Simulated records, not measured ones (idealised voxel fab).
process module | voxel capacitor over wiring
cross-section cut | 290 nm wide | cells 5 nm
A cross-section is a grid of square cells, given in bands from the top down. A band is one or more rows of cells.
Each band's line starts with the height of the band's top and of its bottom, in nm. Then come its materials from left to right, each with its width in nm. One material with "throughout" fills the band from edge to edge. "air" is empty space.
Height 0 is the level under which the wafer as received is all one material. The lowest band goes on downwards, as in "0 down".
A width such as "30 to 40" changes by the same amount from each row of cells to the next, from the band's top row to its bottom row.
"no change" after a step means that no cell of the cross-section changed.
closed voids: empty space of 8 cells or more with no open way to the top, each as width x height at its distance from the left edge, in nm
after a step's settings: what the simulator itself notes on the step
overlay nm, on a step with a mask: how far to the right of its planned place the mask lay; to the left if negative
plan
1 op RECEIVE | material Si
2 op CONFORMAL_DEP | material SiO2 | thk nm 10
3 op CONFORMAL_DEP | material SiCN | thk nm 5
4 op DIRECTIONAL_DEP | material lowk | thk nm 15
5 op MASKED_ETCH | tone open | mask id METAL_1 | width nm 30 | pitch nm 100 | etch materials lowk | depth nm 15 | overlay nm 0
6 op MASKED_ETCH | tone open | mask id METAL_1 | width nm 30 | pitch nm 100 | etch materials SiCN | depth nm 5 | overlay nm 0
7 op CONFORMAL_DEP | material TiN | thk nm 5
8 op FILL_DEP | material Ru | thk nm 10
9 op CMP | height nm 30
10 op CONFORMAL_DEP | material SiCN | thk nm 5
11 op DIRECTIONAL_DEP | material lowk | thk nm 15
12 op DIRECTIONAL_DEP | material aC | thk nm 15
13 op PATTERN | tone open | mask id PLUG_1 | material resist | width nm 15 | thk nm 30 | overlay nm 0
14 op DIRECTIONAL_ETCH | etch materials aC | depth nm 15
15 op STRIP | etch materials resist
16 op DIRECTIONAL_ETCH | etch materials lowk | depth nm 15
17 op DIRECTIONAL_ETCH | etch materials SiCN | depth nm 5
18 op STRIP | etch materials aC
19 op EPI | material Ru | thk nm 10
20 op EPI | material Ru | thk nm 10
21 op DIRECTIONAL_DEP | material TiN | thk nm 5
22 op DIRECTIONAL_DEP | material Al2O3 | thk nm 5
23 op DIRECTIONAL_DEP | material TiN | thk nm 10
24 op MASKED_ETCH | tone cover | mask id UPPER_PLATE | width nm 75 | etch materials TiN | depth nm 10 | overlay nm 0
25 op MASKED_ETCH | tone cover | mask id UPPER_PLATE | width nm 75 | etch materials Al2O3 | depth nm 5 | overlay nm 0
26 op DIRECTIONAL_DEP | material aC | thk nm 15
27 op PATTERN | tone cover | mask id LOWER_PLATE | material resist | width nm 85 | thk nm 35 | overlay nm 0
28 op DIRECTIONAL_ETCH | etch materials aC | depth nm 15
29 op STRIP | etch materials resist
30 op DIRECTIONAL_ETCH | etch materials TiN | depth nm 5
31 op STRIP | etch materials aC
32 op FILL_DEP | material SiO2 | thk nm 15
33 op CMP | height nm 80
34 op PATTERN | tone open | mask id PLUG_2 | material resist | width nm 15 | thk nm 15 | overlay nm 0
35 op DIRECTIONAL_ETCH | etch materials SiO2 | depth nm 10
36 op STRIP | etch materials resist
37 op CONFORMAL_DEP | material TiN | thk nm 5
38 op FILL_DEP | material Cu | thk nm 10
39 op CMP | height nm 80
40 op CONFORMAL_DEP | material SiN | thk nm 5
as received, after step 1
  0 down: Si throughout
  closed voids: none
first wafer at the end, as planned
  85 to 80: SiN throughout
  80 to 75: SiO2 105 | TiN 5 | Cu 5 | TiN 5 | SiO2 170
  75 to 70: SiO2 105 | TiN 15 | SiO2 170
  70 to 60: SiO2 95 | TiN 75 | SiO2 120
  60 to 55: SiO2 95 | Al2O3 75 | SiO2 120
  55 to 50: SiO2 90 | TiN 85 | SiO2 115
  50 to 35: lowk 95 | Ru 15 | lowk 180
  35 to 30: SiCN 95 | Ru 15 | SiCN 180
  30 to 15: lowk 80 | TiN 5 | Ru 20 | TiN 5 | lowk 70 | TiN 5 | Ru 20 | TiN 5 | lowk 80
  15 to 10: SiCN 80 | TiN 30 | SiCN 70 | TiN 30 | SiCN 80
  10 to 0: SiO2 throughout
  0 down: Si throughout
  closed voids: none
second wafer at the end: like start, like plan, one mistake
  85 to 80: SiN throughout
  80 to 75: SiO2 105 | TiN 5 | Cu 5 | TiN 5 | SiO2 170
  75 to 65: SiO2 105 to 110 | TiN 15 to 60 | SiO2 170 to 120
  65 to 60: SiO2 95 | TiN 75 | SiO2 120
  60 to 55: SiO2 95 | TiN 15 | Al2O3 60 | SiO2 120
  55 to 50: SiO2 90 | TiN 5 | Al2O3 15 | TiN 65 | SiO2 115
  50 to 45: SiCN 95 | TiN 15 | SiCN 180
  45 to 30: lowk throughout
  30 to 15: lowk 80 | TiN 5 | Ru 20 | TiN 5 | lowk 70 | TiN 5 | Ru 20 | TiN 5 | lowk 80
  15 to 10: SiCN 80 | TiN 30 | SiCN 70 | TiN 30 | SiCN 80
  10 to 0: SiO2 throughout
  0 down: Si throughout
  closed voids: none
what went wrong: steps 10 and 11 were swapped
at the end the second wafer has, in cells: 12 fewer of Ru | 3 more of SiO2 | 9 more of lowk
